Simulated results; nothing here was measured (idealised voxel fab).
A process module follows: voxel tone inversion.
FYI the section here is cut, 220 nm wide, cells are 5 nm squares.
Square cells in a grid make up a cross-section in this document, and the grid is given as bands, listed from the top down, each one or more rows of cells. Look at the band entry: it leads with the top's height and the bottom's height in nm. Then it lists the materials left to right, with a width in nm for each. The word "edge to edge" on a single material says that material fills the band edge to edge. The word "empty" is empty space. Height reference: 0 = level under which incoming wafer is all one material. Lowest band: no bottom, runs on downward, e.g. "z 0 and below". The notation "30..40" denotes a width that varies across the rows of cells in the band, beginning at the first number in the top row, finishing at the second number in the bottom row, and changing by an identical amount from each row to the next. Step note "left unchanged" = no cross-section cell changed. Empty spaces without an open route to the top, at least 8 cells in extent, make up the entry "closed voids"; each is given as width x height at distance, where the distance is measured from the left edge, and all are in nm. Text after the settings on a step's line: the simulator's own remark on that step. The line of a step may include "overlay nm". On a step with a mask, this value is how far to the right of its planned place the mask lay. A negative value means the mask lay to the left.
**Set out below are the planned steps of the process**
step 1: RECEIVE (material Si)
step 2: CONFORMAL_DEP (material SiN; thk nm 5)
step 3: DIRECTIONAL_DEP (material polySi; thk nm 15)
step 4: PATTERN (tone cover; mask id POSTS; material resist; width nm 25; pitch nm 45; thk nm 30; overlay nm 0)
step 5: DIRECTIONAL_ETCH (etch materials polySi; depth nm 25)
step 6: STRIP (etch materials resist)
step 7: FILL_DEP (material SiO2; thk nm 10)
step 8: CMP (height nm 30)
step 9: STRIP (etch materials polySi)
step 10: CONFORMAL_DEP (material TiN; thk nm 5)
step 11: FILL_DEP (material W; thk nm 5)
step 12: CMP (height nm 30)
step 13: CONFORMAL_DEP (material SiCN; thk nm 5)
The thk nm used in step 3 is not the same on every wafer, whereas the starting condition is; the value printed in the plan is the first wafer's.
**Cut through the first of several wafers as received, post step 1**
> z 0 and below = Si edge to edge
> closed voids: none
**After the module's final step, step 13: the first of several wafers in cross-section**
> z 35 to 30 = SiCN edge to edge
> z 30 to 20 = SiO2 edge to edge
> z 20 to 5 = SiO2 30  polySi 25  SiO2 20  polySi 25  SiO2 20  polySi 25  SiO2 20  polySi 25  SiO2 30
> z 5 to 0 = SiN edge to edge
> z 0 and below = Si edge to edge
> closed voids: none
**Wafer cross-section (last wafer, module end)**
> z 35 to 30 = SiCN edge to edge
> z 30 to 10 = SiO2 30  TiN 5  W 15  TiN 5  SiO2 20  TiN 5  W 15  TiN 5  SiO2 20  TiN 5  W 15  TiN 5  SiO2 20  TiN 5  W 15  TiN 5  SiO2 30
> z 10 to 5 = SiO2 30  TiN 25  SiO2 20  TiN 25  SiO2 20  TiN 25  SiO2 20  TiN 25  SiO2 30
> z 5 to 0 = SiN edge to edge
> z 0 and below = Si edge to edge
> closed voids: none
**Wafer rows, end of module: cells per material gained (+) or lost (-) since receipt; closed voids last**
thk nm 15 | +44 SiCN | +44 SiN | +160 SiO2 | +60 polySi | closed voids: none
thk nm 20 | +44 SiCN | +44 SiN | +140 SiO2 | +80 polySi | closed voids: none
thk nm 25 | +44 SiCN | +44 SiN | +120 SiO2 | +52 TiN | +48 W | closed voids: none
